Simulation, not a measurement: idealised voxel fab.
voxel gate over fins: a process module
Square cells of 5 nm make up the cross-section cut, whose width is 275 nm.
A cross-section is written here as square cells arranged in a grid, and it is given in bands from the top down, each band taking up one or more rows of cells. Each band's line starts with the height of the band's top and of its bottom, in nm. Then come its materials from left to right, each with its width in nm. One material with "edge to edge" fills the band from edge to edge. "blank" is empty space. All heights in this document are referenced to 0, defined as the level beneath which the wafer, as received, consists entirely of one material. The lowest band is not bounded below; it extends indefinitely downward and is written in the form "z 0 and below". The width entry "30->40" should be interpreted row by row: the top row of cells in the band takes the first number, the bottom row takes the second number, and the change between adjacent rows is uniform throughout. Where the words "no change occurred" appear for a step, the cross-section shows no cell changed by that step; every cell remained as before. "Sealed internal voids" contains a list of empty spaces, each no smaller than 8 cells and without an open way to the top, written in the form width x height at distance with the distance from the left edge and all three in nm. The remark found on a step's line after its settings is issued by the simulator itself and pertains to that step. Steps that use a mask can have "overlay nm" on their line. It says how far the mask sat to the right of where it was meant to be. Negative means to the left.
**plan**
1 RECEIVE [material Si]
2 CONFORMAL_DEP [material SiN] [thk nm 10]
3 DIRECTIONAL_DEP [material aC] [thk nm 10]
4 PATTERN [tone cover] [mask id FINS] [material resist] [width nm 15] [pitch nm 55] [thk nm 30] [overlay nm 0]
5 DIRECTIONAL_ETCH [etch materials aC] [depth nm 10]
6 STRIP [etch materials resist]
7 DIRECTIONAL_ETCH [etch materials SiN] [depth nm 10]
8 DIRECTIONAL_ETCH [etch materials Si] [depth nm 40]
9 STRIP [etch materials aC]
10 FILL_DEP [material SiO2] [thk nm 10]
11 CMP [height nm 10]
12 PATTERN [tone open] [mask id RAIL] [material resist] [width nm 15] [thk nm 20] [overlay nm 0]
13 DIRECTIONAL_ETCH [etch materials SiO2] [depth nm 45]
14 STRIP [etch materials resist]
15 CONFORMAL_DEP [material TiN] [thk nm 5]
16 FILL_DEP [material W] [thk nm 5]
17 CMP [height nm 10]
18 SELECTIVE_ETCH [etch materials W Ru TiN] [depth nm 30]
19 FILL_DEP [material SiO2] [thk nm 5]
20 CMP [height nm 10]
21 SELECTIVE_ETCH [etch materials SiO2] [depth nm 25]
22 STRIP [etch materials SiN]
23 CONFORMAL_DEP [material HfO2] [thk nm 5]
24 CONFORMAL_DEP [material TiN] [thk nm 5]
25 FILL_DEP [material W] [thk nm 15]
26 CMP [height nm 20]
27 CONFORMAL_DEP [material SiCN] [thk nm 5]
**Here's what the wafer looked like in cross-section when it arrived - that's after step 1**
> z 0 and below: Si edge to edge
> Sealed internal voids: none
**One mistake in running the module, otherwise start and plan as above: cross-section at the end**
> z 25 to 20: SiCN edge to edge
> z 20 to 5: W edge to edge
> z 5 to 0: W 70 nm  TiN 25 nm  W 30 nm  TiN 25 nm  W 30 nm  TiN 25 nm  W 70 nm
> z 0 to -10: W 70 nm  TiN 5 nm  Si 15 nm  TiN 5 nm  W 30 nm  TiN 5 nm  Si 15 nm  TiN 5 nm  W 30 nm  TiN 5 nm  Si 15 nm  TiN 5 nm  W 70 nm
> z -10 to -15: TiN 75 nm  Si 15 nm  TiN 40 nm  Si 15 nm  TiN 40 nm  Si 15 nm  TiN 75 nm
> z -15 to -20: SiO2 75 nm  Si 15 nm  SiO2 40 nm  Si 15 nm  SiO2 40 nm  Si 15 nm  SiO2 75 nm
> z -20 to -30: SiO2 75 nm  Si 15 nm  SiO2 10 nm  TiN 5 nm  W 5 nm  TiN 5 nm  SiO2 15 nm  Si 15 nm  SiO2 40 nm  Si 15 nm  SiO2 75 nm
> z -30 to -35: SiO2 75 nm  Si 15 nm  SiO2 10 nm  TiN 15 nm  SiO2 15 nm  Si 15 nm  SiO2 40 nm  Si 15 nm  SiO2 75 nm
> z -35 to -40: SiO2 75 nm  Si 15 nm  SiO2 40 nm  Si 15 nm  SiO2 40 nm  Si 15 nm  SiO2 75 nm
> z -40 and below: Si edge to edge
> Sealed internal voids: none
Plan not followed: plan step 23 skipped
